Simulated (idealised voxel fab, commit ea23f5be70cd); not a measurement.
A process module follows: voxel air gaps.
The width of the displayed cross-section, cut, is 155 nm; its cells are square, with a size of 5 nm.
Square cells in a grid make up a cross-section in this document, and the grid is given as bands, listed from the top down, each one or more rows of cells.
The entry gives the band's vertical extent as a top height and a bottom height in nm, then its horizontal make-up as materials from left to right, each with a width in nm. "empty" stands for empty space; a single material marked "edge to edge" fills the band edge to edge.
Counting heights begins at 0, where everything beneath is, in the wafer as received, one material. The lowest band has no bottom; it goes on downwards, as "0 -> down" shows.
The width entry "30..40" should be interpreted row by row: the top row of cells in the band takes the first number, the bottom row takes the second number, and the change between adjacent rows is uniform throughout.
You'll sometimes find "same as before" written for a step, and that's the way of saying that nowhere in the cross-section did a cell change during that step.
"Enclosed internal voids" lists enclosed empty spaces (at least 8 cells, no open path upward to the top), each as width x height at distance from the left edge, in nm.
Heads up: the bit after the settings on a step's line is the simulator's remark on that step.
overlay nm: for a step with a mask, the amount by which the mask lay right of where it was planned; a negative amount means left of it.

**Process steps (planned)**
step 1: RECEIVE [material Si]
step 2: CONFORMAL_DEP [material SiO2] [thk nm 10]
step 3: CONFORMAL_DEP [material SiCN] [thk nm 5]
step 4: DIRECTIONAL_DEP [material lowk] [thk nm 30]
step 5: DIRECTIONAL_DEP [material aC] [thk nm 10]
step 6: PATTERN [tone open] [mask id LINES] [material resist] [width nm 20] [pitch nm 45] [thk nm 25] [overlay nm 0]
step 7: DIRECTIONAL_ETCH [etch materials aC] [depth nm 10]
step 8: STRIP [etch materials resist]
step 9: DIRECTIONAL_ETCH [etch materials lowk] [depth nm 30]
step 10: STRIP [etch materials aC]
step 11: CONFORMAL_DEP [material TiN] [thk nm 5]
step 12: FILL_DEP [material Cu] [thk nm 5]
step 13: CMP [height nm 45]
step 14: EPI [material Ru] [thk nm 10]
step 15: SELECTIVE_ETCH [etch materials lowk] [depth nm 40]
step 16: CONFORMAL_DEP [material SiCN] [thk nm 5]

**Cross-section of the wafer upon arrival, representing the state reached after step 1**
0 -> down = Si edge to edge
Enclosed internal voids: none

**Post-module cross-section: identical start and plan to those above, one misstep in execution**
60 -> 55 = SiCN edge to edge
55 -> 45 = Ru edge to edge
45 -> 20 = Cu 15 nm; TiN 5 nm; lowk 20 nm; TiN 5 nm; Cu 15 nm; TiN 5 nm; lowk 20 nm; TiN 5 nm; Cu 15 nm; TiN 5 nm; lowk 20 nm; TiN 5 nm; Cu 20 nm
20 -> 15 = TiN 20 nm; lowk 20 nm; TiN 25 nm; lowk 20 nm; TiN 25 nm; lowk 20 nm; TiN 25 nm
15 -> 10 = SiCN edge to edge
10 -> 0 = SiO2 edge to edge
0 -> down = Si edge to edge
Enclosed internal voids: none
What was done differently from what was planned? step 6 was processed under conditions differing from the plan, specifically as PATTERN [tone cover] [mask id LINES] [material resist] [width nm 20] [pitch nm 45] [thk nm 25] [overlay nm 0]
